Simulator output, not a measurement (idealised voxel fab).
This is a process module. Its name is voxel wiring stack.
Shown is cross-section cut, with a width of 210 nm and square cells of size 5 nm.
For the purposes of this document, a cross-section shall be understood as a grid of square cells, specified as bands listed in top-to-bottom order, each band consisting of one or more rows of cells. Heights first: top, then bottom, in nm. Then materials, left to right, each with a width in nm. "all across" on a single material: fills the band edge to edge. "blank": empty space. Below 0: as-received wafer, all one material; heights counted from there. Lowest band: no bottom, goes on down, written "0 and below". It should be noted that a width expressed as "30..40" varies in equal increments from row to row of cells within the band, taking the value of the first number at the top row and that of the second number at the bottom row. No cell of the cross-section changed in a step that is given as "no alteration". Listed in "Trapped cavities": every empty space of 8 or more cells without an open way to the top. Form: width x height at distance, the distance being from the left edge, all in nm. Text after the settings on a step's line: the simulator's own remark on that step. When a step includes a mask, the "overlay nm" setting on its line states how far to the right of its planned place that mask lay, and negative values state how far to the left.

These are the steps we planned for the process:
1,op RECEIVE | material Si
2,op CONFORMAL_DEP | material SiO2 | thk nm 15
3,op CONFORMAL_DEP | material SiCN | thk nm 5
4,op DIRECTIONAL_DEP | material lowk | thk nm 15
5,op PATTERN | tone open | mask id METAL_1 | material resist | width nm 30 | pitch nm 45 | thk nm 15 | overlay nm 0
6,op DIRECTIONAL_ETCH | etch materials lowk | depth nm 15
7,op DIRECTIONAL_ETCH | etch materials SiCN | depth nm 5
8,op STRIP | etch materials resist
9,op CONFORMAL_DEP | material TiN | thk nm 5
10,op FILL_DEP | material W | thk nm 5
11,op CMP | height nm 35
12,op CONFORMAL_DEP | material SiCN | thk nm 5
13,op DIRECTIONAL_DEP | material lowk | thk nm 20
14,op PATTERN | tone open | mask id PLUG_1 | material resist | width nm 15 | pitch nm 45 | thk nm 20 | overlay nm 0
15,op DIRECTIONAL_ETCH | etch materials lowk | depth nm 20
16,op DIRECTIONAL_ETCH | etch materials SiCN | depth nm 5
17,op STRIP | etch materials resist
18,op CONFORMAL_DEP | material TiN | thk nm 5
19,op FILL_DEP | material Ru | thk nm 10
20,op CMP | height nm 60
21,op DIRECTIONAL_DEP | material TiN | thk nm 5
22,op DIRECTIONAL_DEP | material W | thk nm 25
23,op DIRECTIONAL_DEP | material aC | thk nm 10
24,op PATTERN | tone cover | mask id METAL_2 | material resist | width nm 30 | pitch nm 45 | thk nm 30 | overlay nm 0
25,op DIRECTIONAL_ETCH | etch materials aC | depth nm 10
26,op STRIP | etch materials resist
27,op DIRECTIONAL_ETCH | etch materials W | depth nm 25
28,op DIRECTIONAL_ETCH | etch materials TiN | depth nm 5
29,op STRIP | etch materials aC
30,op FILL_DEP | material lowk | thk nm 5
31,op CMP | height nm 90
32,op CONFORMAL_DEP | material SiCN | thk nm 5
33,op DIRECTIONAL_DEP | material SiO2 | thk nm 35
34,op PATTERN | tone open | mask id METAL_3_HOLES | material resist | width nm 15 | pitch nm 45 | thk nm 20 | overlay nm 0
35,op DIRECTIONAL_ETCH | etch materials SiO2 | depth nm 35
36,op STRIP | etch materials resist
37,op DIRECTIONAL_DEP | material aC | thk nm 15
38,op PATTERN | tone open | mask id METAL_3 | material resist | width nm 30 | pitch nm 45 | thk nm 30 | overlay nm 0
39,op DIRECTIONAL_ETCH | etch materials aC | depth nm 15
40,op STRIP | etch materials resist
41,op DIRECTIONAL_ETCH | etch materials SiO2 | depth nm 20
42,op DIRECTIONAL_ETCH | etch materials SiCN | depth nm 5
43,op STRIP | etch materials aC
44,op CONFORMAL_DEP | material TiN | thk nm 5
45,op FILL_DEP | material Ru | thk nm 10
46,op CMP | height nm 130
47,op CONFORMAL_DEP | material SiN | thk nm 5

Cross-section of the wafer as it came to us, i.e., already through step 1:
	0 and below: Si all across
	Trapped cavities: none

Final cross-section, module run with one mistake (start and plan as above):
	135 down to 130: SiN all across
	130 down to 115: 20 nm SiO2, 5 nm TiN, 20 nm Ru, 5 nm TiN, 15 nm SiO2, 5 nm TiN, 20 nm Ru, 5 nm TiN, 15 nm SiO2, 5 nm TiN, 20 nm Ru, 5 nm TiN, 15 nm SiO2, 5 nm TiN, 20 nm Ru, 5 nm TiN, 25 nm SiO2
	115 down to 110: 20 nm SiO2, 5 nm TiN, 5 nm Ru, 20 nm TiN, 15 nm SiO2, 5 nm TiN, 5 nm Ru, 20 nm TiN, 15 nm SiO2, 5 nm TiN, 5 nm Ru, 20 nm TiN, 15 nm SiO2, 5 nm TiN, 5 nm Ru, 20 nm TiN, 25 nm SiO2
	110 down to 95: 20 nm SiO2, 5 nm TiN, 5 nm Ru, 5 nm TiN, 30 nm SiO2, 5 nm TiN, 5 nm Ru, 5 nm TiN, 30 nm SiO2, 5 nm TiN, 5 nm Ru, 5 nm TiN, 30 nm SiO2, 5 nm TiN, 5 nm Ru, 5 nm TiN, 40 nm SiO2
	95 down to 90: 20 nm SiCN, 15 nm TiN, 30 nm SiCN, 15 nm TiN, 30 nm SiCN, 15 nm TiN, 30 nm SiCN, 15 nm TiN, 40 nm SiCN
	90 down to 65: 20 nm lowk, 30 nm W, 15 nm lowk, 30 nm W, 15 nm lowk, 30 nm W, 15 nm lowk, 30 nm W, 25 nm lowk
	65 down to 60: 20 nm lowk, 30 nm TiN, 15 nm lowk, 30 nm TiN, 15 nm lowk, 30 nm TiN, 15 nm lowk, 30 nm TiN, 25 nm lowk
	60 down to 40: 20 nm lowk, 5 nm TiN, 10 nm Ru, 5 nm TiN, 25 nm lowk, 5 nm TiN, 10 nm Ru, 5 nm TiN, 25 nm lowk, 5 nm TiN, 10 nm Ru, 5 nm TiN, 25 nm lowk, 5 nm TiN, 10 nm Ru, 5 nm TiN, 35 nm lowk
	40 down to 35: 20 nm SiCN, 20 nm TiN, 25 nm SiCN, 20 nm TiN, 25 nm SiCN, 20 nm TiN, 25 nm SiCN, 20 nm TiN, 35 nm SiCN
	35 down to 20: 20 nm lowk, 5 nm TiN, 20 nm W, 5 nm TiN, 15 nm lowk, 5 nm TiN, 20 nm W, 5 nm TiN, 15 nm lowk, 5 nm TiN, 20 nm W, 5 nm TiN, 15 nm lowk, 5 nm TiN, 20 nm W, 5 nm TiN, 25 nm lowk
	20 down to 15: 20 nm SiCN, 30 nm TiN, 15 nm SiCN, 30 nm TiN, 15 nm SiCN, 30 nm TiN, 15 nm SiCN, 30 nm TiN, 25 nm SiCN
	15 down to 0: SiO2 all across
	0 and below: Si all across
	Trapped cavities: none
What was done differently from what was planned? note that step 14 departed from the planned setting and was carried out as op PATTERN | tone open | mask id PLUG_1 | material resist | width nm 20 | pitch nm 45 | thk nm 20 | overlay nm 0
